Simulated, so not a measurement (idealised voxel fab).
Process module heading - voxel spacer lines
Section shown: cut. Width: 200 nm. Cell size: 5 nm, square.
Cross-sections here: square-cell grids, written as top-down lists of bands, a band being one or more rows of cells.
Each band's line starts with the height of the band's top and of its bottom, in nm. Then come its materials from left to right, each with its width in nm. One material with "edge to edge" fills the band from edge to edge. "air" is empty space.
Below 0: as-received wafer, all one material; heights counted from there. Lowest band: no bottom, goes on down, written "0 nm and below".
A two-number width, for instance "30 to 40", indicates that the width is equal to the first number in the top row of the band and to the second number in the bottom row, and that it changes by a constant amount per row of cells.
"no change" for a step: no cell of the cross-section changed in that step.
The label "Closed empty spaces" introduces a list of the empty spaces, 8 cells or larger, that have no open way up to the top; each entry in it reads width x height at distance, where the distance is taken from the left edge and all three are stated in nm.
Past the settings on a step's line: simulator remark, on that step.
Regarding "overlay nm": on a step with a mask, it is the distance the mask lay to the right of its planned place; a negative value places it to the left.
**Planned step list for the process**
1,RECEIVE,material Si
2,CONFORMAL_DEP,material Al2O3,thk nm 5
3,DIRECTIONAL_DEP,material SiN,thk nm 15
4,DIRECTIONAL_DEP,material polySi,thk nm 30
5,PATTERN,tone cover,mask id MANDREL,material resist,width nm 25,pitch nm 70,thk nm 40,overlay nm 0
6,DIRECTIONAL_ETCH,etch materials polySi,depth nm 30
7,STRIP,etch materials resist
8,CONFORMAL_DEP,material SiO2,thk nm 10
9,DIRECTIONAL_ETCH,etch materials SiO2,depth nm 10
10,STRIP,etch materials polySi
11,DIRECTIONAL_ETCH,etch materials SiN,depth nm 15
12,STRIP,etch materials SiO2
**Received-state cross-section, reflecting completion of step 1**
* 0 nm and below  Si edge to edge
* Closed empty spaces: none
**Here's the wafer cut in cross-section after the module, started and planned just like above, except one thing was done wrong in the run**
* 15 nm to 0 nm  air=5 / SiN=10 / air=25 / SiN=10 / air=25 / SiN=10 / air=25 / SiN=10 / air=25 / SiN=10 / air=25 / SiN=10 / air=10
* 0 nm and below  Si edge to edge
* Closed empty spaces: none
Processing error: with respect to the plan, step 2 was omitted and not executed
